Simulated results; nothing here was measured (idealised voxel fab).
process module | voxel air gaps
cross-section cut | 265 nm wide | cells 5 nm
A cross-section is a grid of square cells, given in bands from the top down. A band is one or more rows of cells.
Each band's line starts with the height of the band's top and of its bottom, in nm. Then come its materials from left to right, each with its width in nm. One material with "throughout" fills the band from edge to edge. "air" is empty space.
Height 0 is the level under which the wafer as received is all one material. The lowest band goes on downwards, as in "0 down".
A width such as "30 to 40" changes by the same amount from each row of cells to the next, from the band's top row to its bottom row.
"no change" after a step means that no cell of the cross-section changed.
closed voids: empty space of 8 cells or more with no open way to the top, each as width x height at its distance from the left edge, in nm
after a step's settings: what the simulator itself notes on the step
overlay nm, on a step with a mask: how far to the right of its planned place the mask lay; to the left if negative
plan
1 op RECEIVE | material Si
2 op CONFORMAL_DEP | material SiO2 | thk nm 10
3 op CONFORMAL_DEP | material SiCN | thk nm 5
4 op DIRECTIONAL_DEP | material lowk | thk nm 40
5 op PATTERN | tone open | mask id LINES | material resist | width nm 20 | pitch nm 45 | thk nm 15 | overlay nm 0
6 op DIRECTIONAL_ETCH | etch materials lowk | depth nm 40
7 op STRIP | etch materials resist
8 op CONFORMAL_DEP | material TiN | thk nm 5
9 op FILL_DEP | material W | thk nm 5
10 op CMP | height nm 55
11 op EPI | material Ru | thk nm 10
12 op SELECTIVE_ETCH | etch materials lowk | depth nm 50
13 op CONFORMAL_DEP | material SiCN | thk nm 5
as received, after step 1
  0 down: Si throughout
  closed voids: none
a wafer at the end: this start, this plan, one mistake
  70 to 65: air 40 | SiCN 185 | air 40
  65 to 55: air 40 | SiCN 5 | Ru 40 | SiCN 5 | Ru 40 | SiCN 5 | Ru 40 | SiCN 5 | Ru 40 | SiCN 5 | air 40
  55 to 50: air 40 | SiCN 15 | TiN 5 | W 10 | TiN 5 | SiCN 25 | TiN 5 | W 10 | TiN 5 | SiCN 25 | TiN 5 | W 10 | TiN 5 | SiCN 25 | TiN 5 | W 10 | TiN 5 | SiCN 15 | air 40
  50 to 20: air 50 | SiCN 5 | TiN 5 | W 10 | TiN 5 | SiCN 5 | air 15 | SiCN 5 | TiN 5 | W 10 | TiN 5 | SiCN 5 | air 15 | SiCN 5 | TiN 5 | W 10 | TiN 5 | SiCN 5 | air 15 | SiCN 5 | TiN 5 | W 10 | TiN 5 | SiCN 5 | air 50
  20 to 15: SiCN 55 | TiN 20 | SiCN 25 | TiN 20 | SiCN 25 | TiN 20 | SiCN 25 | TiN 20 | SiCN 55
  15 to 5: SiO2 throughout
  5 to 0: SiCN throughout
  0 down: Si throughout
  closed voids: 15 x 30 at 80; 15 x 30 at 125; 15 x 30 at 170
what went wrong: steps 2 and 3 were swapped
